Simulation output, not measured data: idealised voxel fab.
The name of this process module is voxel lift off.
The cross-section on display is named cut; it measures 230 nm wide, and its cells are 5 nm squares.
Notation: cross-section as square-cell grid; stated in bands, top first, going down; one or more cell rows per band. Read a band's entry like this: the first values are the height of its top and the height of its bottom in nm, and what follows is the sequence of materials from left to right, each with its width in nm. Note that "blank" is empty space, and that a single material marked "all across" reaches across the band from edge to edge. A quick word on heights: they are counted from 0, and under that level the wafer as it came to us is one material throughout. The lowest band is different from the rest in having no bottom; it simply continues downward, written as in "0 nm and below". The expression "30->40" gives the width at the extremes of the band, the first number at its top row of cells and the second at its bottom row, with the width changing by equal amounts from each row to the next in between. Reading "nothing changed" for a step: not a cell of the cross-section changed in it. Listed in "Closed voids list": every empty space of 8 or more cells without an open way to the top. Form: width x height at distance, the distance being from the left edge, all in nm. It should be noted that, on the line of a given step, the content following the step's settings is a remark produced by the simulator itself with respect to that step. Among the settings permitted on a step's line is "overlay nm"; applied to a step with a mask, it specifies the extent to which the mask lay to the right of its planned position, whereas a negative figure signifies a position to the left.
[Listed below are the process steps as planned]
1: RECEIVE [material Si]
2: CONFORMAL_DEP [material SiN] [thk nm 15]
3: PATTERN [tone open] [mask id LINES] [material resist] [width nm 25] [pitch nm 55] [thk nm 15] [overlay nm -15]
4: DIRECTIONAL_DEP [material Ru] [thk nm 5]
5: STRIP [etch materials resist]
6: CONFORMAL_DEP [material SiO2] [thk nm 10]
The wafers are alike at the start. At step 3, their overlay nm differs. The plan lists the first wafer's value.
[Received condition of the first of several wafers, sectioned: post-step 1]
	0 nm and below  Si all across
	Closed voids list: none
[Note: the following table is arranged by wafer, a row apiece. Each row reports the end-of-module state: per material, cells gained (+) or cells lost (-) compared with the wafer as received; closed voids follow]
overlay nm -15 | +15 Ru | +138 SiN | +104 SiO2 | Closed voids list: none
overlay nm -10 | +15 Ru | +138 SiN | +104 SiO2 | Closed voids list: none
overlay nm -5 | +15 Ru | +138 SiN | +104 SiO2 | Closed voids list: none
overlay nm 0 | +15 Ru | +138 SiN | +104 SiO2 | Closed voids list: none
overlay nm 5 | +15 Ru | +138 SiN | +104 SiO2 | Closed voids list: none
overlay nm 10 | +15 Ru | +138 SiN | +104 SiO2 | Closed voids list: none
overlay nm 15 | +15 Ru | +138 SiN | +104 SiO2 | Closed voids list: none
